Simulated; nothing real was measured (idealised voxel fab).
Herein follows the process module entitled voxel capacitor over wiring.
Square cells of 5 nm make up the cross-section cut, whose width is 280 nm.
Heads up, the way a cross-section reads in here is a grid of square cells, handed over as bands from the top down, with every band being one or more rows of cells. It is stipulated that each band's entry specify, in nanometres, the height of the top of the band and then that of its bottom, followed by the materials of the band in left-to-right sequence, each together with its width in nanometres. A single material marked by the word "full width" is understood to fill the band from edge to edge; the word "air" is understood to denote empty space. Heights are expressed relative to 0, this being the level below which the as-received wafer comprises one material exclusively. The lowest band is unbounded in the downward direction and is denoted as in "0..down". The notation "30 to 40" denotes a width that varies across the rows of cells in the band, beginning at the first number in the top row, finishing at the second number in the bottom row, and changing by an identical amount from each row to the next. The cross-section has no changed cell in any step marked "no change". "Enclosed void listing" enumerates empty spaces isolated from the top, with no open way to it, that contain at least 8 cells, giving each as width x height at distance from the left edge, all three in nm. after a step's settings: what the simulator itself notes on the step. The optional step-line setting "overlay nm" applies to steps with a mask and quantifies how far to the right of its planned location the mask lay, a negative value indicating leftward placement.
# Steps planned for the process
- 1: RECEIVE with material Si
- 2: CONFORMAL_DEP with material SiO2, thk nm 10
- 3: DIRECTIONAL_DEP with material TiN, thk nm 5
- 4: DIRECTIONAL_DEP with material W, thk nm 20
- 5: PATTERN with tone cover, mask id METAL_1, material resist, width nm 20, pitch nm 75, thk nm 15, overlay nm 0
- 6: DIRECTIONAL_ETCH with etch materials W, depth nm 20
- 7: DIRECTIONAL_ETCH with etch materials TiN, depth nm 5
- 8: STRIP with etch materials resist
- 9: FILL_DEP with material lowk, thk nm 5
- 10: CMP with height nm 35
- 11: CONFORMAL_DEP with material SiCN, thk nm 5
- 12: DIRECTIONAL_DEP with material SiO2, thk nm 20
- 13: DIRECTIONAL_DEP with material aC, thk nm 15
- 14: PATTERN with tone open, mask id PLUG_1, material resist, width nm 15, thk nm 35, overlay nm 0
- 15: DIRECTIONAL_ETCH with etch materials aC, depth nm 15
- 16: STRIP with etch materials resist
- 17: DIRECTIONAL_ETCH with etch materials SiO2, depth nm 20
- 18: DIRECTIONAL_ETCH with etch materials SiCN, depth nm 5
- 19: STRIP with etch materials aC
- 20: EPI with material Ru, thk nm 10
- 21: EPI with material Ru, thk nm 10
- 22: EPI with material Ru, thk nm 5
- 23: DIRECTIONAL_DEP with material TiN, thk nm 5
- 24: DIRECTIONAL_DEP with material SiN, thk nm 5
- 25: DIRECTIONAL_DEP with material TiN, thk nm 5
- 26: PATTERN with tone cover, mask id UPPER_PLATE, material resist, width nm 60, thk nm 20, overlay nm 0
- 27: DIRECTIONAL_ETCH with etch materials TiN, depth nm 5
- 28: DIRECTIONAL_ETCH with etch materials SiN, depth nm 5
- 29: STRIP with etch materials resist
- 30: MASKED_ETCH with tone cover, mask id LOWER_PLATE, width nm 70, etch materials TiN, depth nm 5, overlay nm 0
- 31: FILL_DEP with material SiO2, thk nm 15
- 32: CMP with height nm 85
- 33: MASKED_ETCH with tone open, mask id PLUG_2, width nm 15, etch materials SiO2, depth nm 10, overlay nm 0
- 34: CONFORMAL_DEP with material TiN, thk nm 5
- 35: FILL_DEP with material Cu, thk nm 5
- 36: CMP with height nm 85
- 37: CONFORMAL_DEP with material SiCN, thk nm 5
# as received, after step 1
* 0..down | Si full width
* Enclosed void listing: none
# Final wafer profile in cross-section after the module, from the same start and plan as above, with one mistake made during processing
* 90..85 | SiCN full width
* 85..80 | SiO2 105  TiN 5  Cu 5  TiN 5  SiO2 160
* 80..70 | SiO2 105 to 110  TiN 15 to 45  SiO2 160 to 125
* 70..65 | SiO2 95  TiN 15  SiN 45  SiO2 125
* 65..60 | SiO2 90  TiN 5  SiN 15  TiN 50  SiO2 120
* 60..55 | SiCN 95  TiN 15  SiCN 170
* 55..35 | SiO2 full width
* 35..15 | lowk 90  W 20  lowk 55  W 20  lowk 95
* 15..10 | lowk 90  TiN 20  lowk 55  TiN 20  lowk 95
* 10..0 | SiO2 full width
* 0..down | Si full width
* Enclosed void listing: none
What broke from the plan during processing? transposition of steps 11 and 12 relative to the planned sequence
